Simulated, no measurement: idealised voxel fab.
process module | voxel ribs on slabs
cross-section cut | 150 nm wide | cells 5 nm
A cross-section is a grid of square cells, given in bands from the top down. A band is one or more rows of cells.
Each band's line starts with the height of the band's top and of its bottom, in nm. Then come its materials from left to right, each with its width in nm. One material with "throughout" fills the band from edge to edge. "air" is empty space.
Height 0 is the level under which the wafer as received is all one material. The lowest band goes on downwards, as in "0 down".
A width such as "30 to 40" changes by the same amount from each row of cells to the next, from the band's top row to its bottom row.
"no change" after a step means that no cell of the cross-section changed.
closed voids: empty space of 8 cells or more with no open way to the top, each as width x height at its distance from the left edge, in nm
after a step's settings: what the simulator itself notes on the step
overlay nm, on a step with a mask: how far to the right of its planned place the mask lay; to the left if negative
plan
1 op RECEIVE | material Si
2 op DIRECTIONAL_DEP | material SiO2 | thk nm 30
3 op DIRECTIONAL_DEP | material SiN | thk nm 15
4 op MASKED_ETCH | tone cover | mask id RIB | width nm 30 | etch materials SiN | depth nm 5 | overlay nm 0
5 op PATTERN | tone cover | mask id SLAB | material resist | width nm 60 | thk nm 20 | overlay nm 0
6 op DIRECTIONAL_ETCH | etch materials SiN | depth nm 10
7 op STRIP | etch materials resist
8 op FILL_DEP | material SiO2 | thk nm 20
9 op CMP | height nm 55
10 op DIRECTIONAL_DEP | material TiN | thk nm 10
11 op MASKED_ETCH | tone cover | mask id HEATER | width nm 40 | etch materials TiN | depth nm 10 | overlay nm 0
12 op CONFORMAL_DEP | material SiO2 | thk nm 5
as received, after step 1
  0 down: Si throughout
  closed voids: none
a wafer at the end: this start, this plan, one mistake
  70 to 65: air 50 | SiO2 50 | air 50
  65 to 60: air 50 | SiO2 5 | TiN 40 | SiO2 5 | air 50
  60 to 55: SiO2 55 | TiN 40 | SiO2 55
  55 to 15: SiO2 throughout
  15 to 0: SiN throughout
  0 down: Si throughout
  closed voids: none
what went wrong: steps 2 and 3 were swapped
